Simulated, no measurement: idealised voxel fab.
Proc. module: voxel spacer lines
Displayed cross-section: cut, width of 225 nm, square cells sized 5 nm.
Notation: cross-section as square-cell grid; stated in bands, top first, going down; one or more cell rows per band. Per band: top height and bottom height in nm, followed by the left-to-right materials and their widths in nm; "throughout" marks a single material spanning edge to edge, "blank" marks empty space. Heights are measured from 0, the level below which the as-received wafer is all one material; the lowest band has no bottom and continues downward, written as in "0 down". The expression "30 to 40" gives the width at the extremes of the band, the first number at its top row of cells and the second at its bottom row, with the width changing by equal amounts from each row to the next in between. Key: "remained unchanged" - step with no changed cell in the cross-section. You'll see "Unvented internal voids" listing empty spaces that have no way open to the top, as long as they're 8 cells or more; the notation is width x height at distance, where the distance is from the left edge, and all of it is in nm. after a step's settings: what the simulator itself notes on the step. overlay nm: for a step with a mask, the amount by which the mask lay right of where it was planned; a negative amount means left of it.
This section lists the process steps that were planned:
step 1: RECEIVE, material Si
step 2: CONFORMAL_DEP, material SiO2, thk nm 10
step 3: DIRECTIONAL_DEP, material W, thk nm 15
step 4: DIRECTIONAL_DEP, material aC, thk nm 25
step 5: PATTERN, tone cover, mask id MANDREL, material resist, width nm 25, pitch nm 70, thk nm 35, overlay nm 0
step 6: DIRECTIONAL_ETCH, etch materials aC, depth nm 25
step 7: STRIP, etch materials resist
step 8: CONFORMAL_DEP, material SiN, thk nm 10
step 9: DIRECTIONAL_ETCH, etch materials SiN, depth nm 10
step 10: STRIP, etch materials aC
step 11: DIRECTIONAL_ETCH, etch materials W, depth nm 15
step 12: STRIP, etch materials SiN
Cross-section of the wafer as it came to us, i.e., already through step 1:
	0 down = Si throughout
	Unvented internal voids: none
Starting structure and process plan are as shown above, but one mistake was made in running the module; the wafer cross-section at the end of the module follows:
	15 to 0 = 20 nm blank | 10 nm W | 25 nm blank | 10 nm W | 25 nm blank | 10 nm W | 25 nm blank | 10 nm W | 25 nm blank | 10 nm W | 25 nm blank | 10 nm W | 20 nm blank
	0 down = Si throughout
	Unvented internal voids: none
Plan not followed: the run left out plan step 2 entirely, so it was never executed
